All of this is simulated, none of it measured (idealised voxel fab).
Proc. module: voxel self aligned contacts
Cross-section cut spans 225 nm and uses square cells 5 nm in size.
Each cross-section below is a grid of square cells, stated as bands in top-down order, with one or more rows of cells making up each band. Top height, bottom height, nm. Materials left to right, width each, nm. Single material + "edge to edge" = fills band edge to edge. "blank" = empty. For the purposes of this specification, 0 denotes the height below which the wafer in its as-received condition is composed wholly of one material, and the lowermost band, lacking a lower limit, extends downward without end, as expressed in "z 0 and below". Per-row width for "30..40": begins at first number (top row of band), ends at second number (bottom row), increment between rows held constant. The designation "remained the same", where it is given for a processing step, indicates that no cell of the cross-section was altered in the course of that step. "Trapped voids": empty spaces of 8 cells or more with no open way to the top, each given as width x height at distance, distance from the left edge, all in nm. On each step's line, the part that comes after the settings is the simulator's own comment on the step. overlay nm: right-of-plan distance of the mask on a masked step; negative values mean left-of-plan.

-- Process steps foreseen in the plan
- 1: RECEIVE | material Si
- 2: OXIDIZE | depth nm 5
- 3: DIRECTIONAL_DEP | material polySi | thk nm 20
- 4: DIRECTIONAL_DEP | material SiN | thk nm 25
- 5: DIRECTIONAL_DEP | material aC | thk nm 10
- 6: PATTERN | tone cover | mask id GATE | material resist | width nm 25 | pitch nm 70 | thk nm 25 | overlay nm 0
- 7: DIRECTIONAL_ETCH | etch materials aC | depth nm 10
- 8: STRIP | etch materials resist
- 9: DIRECTIONAL_ETCH | etch materials SiN | depth nm 25
- 10: DIRECTIONAL_ETCH | etch materials polySi | depth nm 20
- 11: STRIP | etch materials aC
- 12: CONFORMAL_DEP | material SiN | thk nm 10
- 13: DIRECTIONAL_ETCH | etch materials SiN | depth nm 10
- 14: FILL_DEP | material SiO2 | thk nm 15
- 15: CMP | height nm 50
- 16: DIRECTIONAL_DEP | material aC | thk nm 10
- 17: PATTERN | tone open | mask id CONTACT | material resist | width nm 55 | pitch nm 70 | thk nm 30 | overlay nm 0
- 18: DIRECTIONAL_ETCH | etch materials aC | depth nm 10
- 19: STRIP | etch materials resist
- 20: DIRECTIONAL_ETCH | etch materials SiO2 | depth nm 55
- 21: STRIP | etch materials aC
- 22: CONFORMAL_DEP | material TiN | thk nm 5
- 23: FILL_DEP | material Ru | thk nm 10
- 24: CMP | height nm 50
- 25: CONFORMAL_DEP | material SiN | thk nm 5

-- Cross-sectional view of the wafer in its as-received condition, corresponding to the state after step 1
- z 0 and below = Si edge to edge
- Trapped voids: none

-- Cross-sectional result after module completion. Note: starting condition and plan are unchanged from above; one processing mistake was made
- z 55 to 50 = SiN edge to edge
- z 50 to 45 = SiO2 (50), TiN (20), Ru (15), TiN (20), SiO2 (15), TiN (20), Ru (15), TiN (20), SiO2 (50)
- z 45 to 20 = SiO2 (20), SiN (45), TiN (5), Ru (15), TiN (5), SiN (45), TiN (5), Ru (15), TiN (5), SiN (45), SiO2 (20)
- z 20 to 5 = SiO2 (20), SiN (10), polySi (25), SiN (10), TiN (5), Ru (15), TiN (5), SiN (10), polySi (25), SiN (10), TiN (5), Ru (15), TiN (5), SiN (10), polySi (25), SiN (10), SiO2 (20)
- z 5 to 0 = SiO2 (20), SiN (10), polySi (25), SiN (10), TiN (25), SiN (10), polySi (25), SiN (10), TiN (25), SiN (10), polySi (25), SiN (10), SiO2 (20)
- z 0 and below = Si edge to edge
- Trapped voids: none
Error vs. plan: not run: step 2 of the plan (skipped)
